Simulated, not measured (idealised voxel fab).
Process module under the name voxel self aligned contacts
Cross-section cut: width 240 nm, square cells of 5 nm.
A cross-section is written here as square cells arranged in a grid, and it is given in bands from the top down, each band taking up one or more rows of cells. This entry defines a band. It first specifies the height of the band's top and the height of its bottom in nm, and then specifies the band's materials from left to right, stating each material with its width in nm. The word "edge to edge" identifies a single material that fills the band from edge to edge, while the word "air" identifies empty space. Measure heights from 0. That's the level where, below it, the as-received wafer is all one material. The lowest band is bottomless and extends downward; write it as in "top 0, no bottom". A width such as "30->40" changes by the same amount from each row of cells to the next, from the band's top row to its bottom row. Step marked "identical to before"? Then no cell in the cross-section changed in it. Each empty space that has no open way to the top and spans at least 8 cells appears under "Entrapped void list" as width x height at distance, the distance counted from the left edge, all in nm. The remark found on a step's line after its settings is issued by the simulator itself and pertains to that step. overlay nm, on a step with a mask: how far to the right of its planned place the mask lay; to the left if negative.

# Process steps - plan
1,RECEIVE with material Si
2,CONFORMAL_DEP with material SiO2, thk nm 5
3,DIRECTIONAL_DEP with material polySi, thk nm 25
4,DIRECTIONAL_DEP with material SiN, thk nm 20
5,DIRECTIONAL_DEP with material aC, thk nm 15
6,PATTERN with tone cover, mask id GATE, material resist, width nm 35, pitch nm 60, thk nm 30, overlay nm 0
7,DIRECTIONAL_ETCH with etch materials aC, depth nm 15
8,STRIP with etch materials resist
9,DIRECTIONAL_ETCH with etch materials SiN, depth nm 20
10,DIRECTIONAL_ETCH with etch materials polySi, depth nm 25
11,STRIP with etch materials aC
12,CONFORMAL_DEP with material SiN, thk nm 5
13,DIRECTIONAL_ETCH with etch materials SiN, depth nm 5
14,FILL_DEP with material SiO2, thk nm 15
15,CMP with height nm 55
16,PATTERN with tone open, mask id CONTACT, material resist, width nm 45, thk nm 15, overlay nm 0
17,DIRECTIONAL_ETCH with etch materials SiO2, depth nm 55
18,STRIP with etch materials resist
19,CONFORMAL_DEP with material TiN, thk nm 5
20,FILL_DEP with material W, thk nm 5
21,CMP with height nm 55
22,CONFORMAL_DEP with material SiN, thk nm 5

# Cross-section of the wafer at receipt, which is the condition after step 1
> top 0, no bottom: Si edge to edge
> Entrapped void list: none

# Here's the cross-section of the first of our two wafers at the end of the module - it ran as planned
> top 60, bottom 55: SiN edge to edge
> top 55, bottom 50: 95 of SiO2  20 of TiN  5 of W  20 of TiN  100 of SiO2
> top 50, bottom 30: 65 of SiO2  45 of SiN  5 of TiN  5 of W  5 of TiN  45 of SiN  70 of SiO2
> top 30, bottom 5: 65 of SiO2  5 of SiN  35 of polySi  5 of SiN  5 of TiN  5 of W  5 of TiN  5 of SiN  35 of polySi  5 of SiN  70 of SiO2
> top 5, bottom 0: 110 of SiO2  15 of TiN  115 of SiO2
> top 0, no bottom: Si edge to edge
> Entrapped void list: none

# Wafer two, end of module, cross-section. Same start, same plan as wafer one. One mistake in the run
> top 65, bottom 60: SiN edge to edge
> top 60, bottom 55: 100 of TiN  35 of W  105 of TiN
> top 55, bottom 50: 95 of SiO2  20 of TiN  5 of W  20 of TiN  100 of SiO2
> top 50, bottom 30: 65 of SiO2  45 of SiN  5 of TiN  5 of W  5 of TiN  45 of SiN  70 of SiO2
> top 30, bottom 5: 65 of SiO2  5 of SiN  35 of polySi  5 of SiN  5 of TiN  5 of W  5 of TiN  5 of SiN  35 of polySi  5 of SiN  70 of SiO2
> top 5, bottom 0: 110 of SiO2  15 of TiN  115 of SiO2
> top 0, no bottom: Si edge to edge
> Entrapped void list: none
Short version of what went wrong: step 21, actual vs plan mismatch, actual run CMP with height nm 60
Upon completion, the second wafer contains, in terms of cells, a greater or smaller amount of certain materials than the first wafer: TiN +41, W +7
